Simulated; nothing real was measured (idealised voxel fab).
The process module presented herein is designated voxel wiring stack.
In the cross-section labelled cut, the width is 240 nm and each square cell is 5 nm.
We lay out every cross-section as a grid of square cells and spell it out in bands from the top down, where one band means one or more rows of cells.
It is stipulated that each band's entry specify, in nanometres, the height of the top of the band and then that of its bottom, followed by the materials of the band in left-to-right sequence, each together with its width in nanometres. A single material marked by the word "everywhere" is understood to fill the band from edge to edge; the word "air" is understood to denote empty space.
Height datum 0, below which the as-received substrate wafer is one material. Lowest band open at the bottom, running downward: "top 0, no bottom".
Width "30..40": first value at the band's top row of cells, second value at its bottom row, equal change from row to row.
Given "nothing different" for a step, no cell of the cross-section differs between before and after that step.
"Closed cavity list" enumerates empty spaces isolated from the top, with no open way to it, that contain at least 8 cells, giving each as width x height at distance from the left edge, all three in nm.
Post-settings text on a step line: simulator's own remark regarding the step.
The line of a step may include "overlay nm". On a step with a mask, this value is how far to the right of its planned place the mask lay. A negative value means the mask lay to the left.
Pairs, read this way: before one process step on the one hand, after it on the other, the after cross-section ending at the lowest band that changed; the step between, settings included, beneath. Same starting wafer throughout, but possibly different runs of this module, so no pair continues from the pair above unless its entry headed "Pre-process" says so.

Pre-process
	top 115, bottom 90 | air=80; resist=30; air=15; resist=30; air=85
	top 90, bottom 80 | aC everywhere
	top 80, bottom 55 | lowk everywhere
	top 55, bottom 50 | SiN everywhere
	top 50, bottom 40 | SiO2=80; Ru=15; SiO2=30; Ru=15; SiO2=100
	top 40, bottom 30 | SiCN=80..75; Ru=15..40; SiCN=30..5; Ru=15..40; SiCN=100..80
	top 30, bottom 15 | lowk=80; TiN=5; W=20; TiN=5; lowk=15; TiN=5; W=20; TiN=5; lowk=85
	top 15, bottom 10 | SiN=80; TiN=30; SiN=15; TiN=30; SiN=85
	top 10, bottom 0 | SiO2 everywhere
	top 0, no bottom | Si everywhere
	Closed cavity list: none

Post-Step Geometry
	top 105, bottom 90 | air=80; resist=30; air=15; resist=30; air=85
	top 90, bottom 80 | air=80; aC=30; air=15; aC=30; air=85
	All layers under 80 are left as they were.
	Closed cavity list: none
Intermediate step for the cross-sections above: DIRECTIONAL_ETCH (etch materials aC; depth nm 10)

Pre-process: the state before this step is the cross-section shown after the step in the pair just above.

Post-Step Geometry
	top 90, bottom 80 | air=80; aC=30; air=15; aC=30; air=85
	All layers under 80 are left as they were.
	Closed cavity list: none
Intermediate step for the cross-sections above: STRIP (etch materials resist)

Pre-process: the state before this step is the cross-section shown after the step in the pair just above.

Post-Step Geometry
	top 90, bottom 80 | air=80; aC=30; air=15; aC=30; air=85
	top 80, bottom 55 | air=80; lowk=30; air=15; lowk=30; air=85
	All layers under 55 are left as they were.
	Closed cavity list: none
Intermediate step for the cross-sections above: DIRECTIONAL_ETCH (etch materials lowk; depth nm 25)

Pre-process: the state before this step is the cross-section shown after the step in the pair just above.

Post-Step Geometry
	top 90, bottom 80 | air=80; aC=30; air=15; aC=30; air=85
	top 80, bottom 55 | air=80; lowk=30; air=15; lowk=30; air=85
	top 55, bottom 50 | air=80; SiN=30; air=15; SiN=30; air=85
	All layers under 50 are left as they were.
	Closed cavity list: none
Intermediate step for the cross-sections above: DIRECTIONAL_ETCH (etch materials SiN; depth nm 5)

Pre-process: the state before this step is the cross-section shown after the step in the pair just above.

Post-Step Geometry
	top 80, bottom 55 | air=80; lowk=30; air=15; lowk=30; air=85
	All layers under 55 are left as they were.
	Closed cavity list: none
Intermediate step for the cross-sections above: STRIP (etch materials aC)

Pre-process: the state before this step is the cross-section shown after the step in the pair just above.

Post-Step Geometry
	top 85, bottom 80 | air=75; TiN=40; air=5; TiN=40; air=80
	top 80, bottom 55 | air=75; TiN=5; lowk=30; TiN=5; air=5; TiN=5; lowk=30; TiN=5; air=80
	top 55, bottom 50 | TiN=80; SiN=30; TiN=15; SiN=30; TiN=85
	All layers under 50 are left as they were.
	Closed cavity list: none
Intermediate step for the cross-sections above: CONFORMAL_DEP (material TiN; thk nm 5)

Pre-process: the state before this step is the cross-section shown after the step in the pair just above.

Post-Step Geometry
	top 95, bottom 85 | W everywhere
	top 85, bottom 80 | W=75; TiN=40; W=5; TiN=40; W=80
	top 80, bottom 55 | W=75; TiN=5; lowk=30; TiN=5; W=5; TiN=5; lowk=30; TiN=5; W=80
	All layers under 55 are left as they were.
	Closed cavity list: none
Intermediate step for the cross-sections above: FILL_DEP (material W; thk nm 10)

Pre-process: the state before this step is the cross-section shown after the step in the pair just above.

Post-Step Geometry
	top 80, bottom 55 | W=75; TiN=5; lowk=30; TiN=5; W=5; TiN=5; lowk=30; TiN=5; W=80
	All layers under 55 are left as they were.
	Closed cavity list: none
Intermediate step for the cross-sections above: CMP (height nm 80)

Pre-process: the state before this step is the cross-section shown after the step in the pair just above.

Post-Step Geometry
	top 85, bottom 80 | SiCN everywhere
	All layers under 80 are left as they were.
	Closed cavity list: none
Intermediate step for the cross-sections above: CONFORMAL_DEP (material SiCN; thk nm 5)
